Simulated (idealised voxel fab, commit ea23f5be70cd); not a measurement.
process module | voxel ribs on slabs
cross-section cut | 230 nm wide | cells 5 nm
A cross-section is a grid of square cells, given in bands from the top down. A band is one or more rows of cells.
Each band's line starts with the height of the band's top and of its bottom, in nm. Then come its materials from left to right, each with its width in nm. One material with "throughout" fills the band from edge to edge. "air" is empty space.
Height 0 is the level under which the wafer as received is all one material. The lowest band goes on downwards, as in "0 down".
A width such as "30 to 40" changes by the same amount from each row of cells to the next, from the band's top row to its bottom row.
"no change" after a step means that no cell of the cross-section changed.
closed voids: empty space of 8 cells or more with no open way to the top, each as width x height at its distance from the left edge, in nm
after a step's settings: what the simulator itself notes on the step
overlay nm, on a step with a mask: how far to the right of its planned place the mask lay; to the left if negative
plan
1 op RECEIVE | material Si
2 op DIRECTIONAL_DEP | material SiO2 | thk nm 25
3 op DIRECTIONAL_DEP | material polySi | thk nm 20
4 op PATTERN | tone cover | mask id RIB | material resist | width nm 15 | thk nm 15 | overlay nm 0
5 op DIRECTIONAL_ETCH | etch materials polySi | depth nm 15
6 op STRIP | etch materials resist
7 op DIRECTIONAL_DEP | material aC | thk nm 15
8 op PATTERN | tone cover | mask id SLAB | material resist | width nm 65 | thk nm 35 | overlay nm 0
9 op DIRECTIONAL_ETCH | etch materials aC | depth nm 15
10 op STRIP | etch materials resist
11 op DIRECTIONAL_ETCH | etch materials polySi | depth nm 5
12 op STRIP | etch materials aC
13 op FILL_DEP | material SiO2 | thk nm 20
14 op CMP | height nm 60
15 op DIRECTIONAL_DEP | material TiN | thk nm 10
16 op DIRECTIONAL_DEP | material aC | thk nm 15
17 op PATTERN | tone cover | mask id HEATER | material resist | width nm 25 | thk nm 30 | overlay nm 0
18 op DIRECTIONAL_ETCH | etch materials aC | depth nm 15
19 op STRIP | etch materials resist
20 op DIRECTIONAL_ETCH | etch materials TiN | depth nm 10
21 op STRIP | etch materials aC
22 op CONFORMAL_DEP | material SiO2 | thk nm 10
as received, after step 1
  0 down: Si throughout
  closed voids: none
a wafer at the end: this start, this plan, one mistake
  80 to 70: air 90 | SiO2 45 | air 95
  70 to 60: SiO2 100 | TiN 25 | SiO2 105
  60 to 40: SiO2 throughout
  40 to 30: SiO2 105 | polySi 15 | SiO2 110
  30 to 25: SiO2 80 | polySi 65 | SiO2 85
  25 to 0: SiO2 throughout
  0 down: Si throughout
  closed voids: none
what went wrong: steps 6 and 7 were swapped
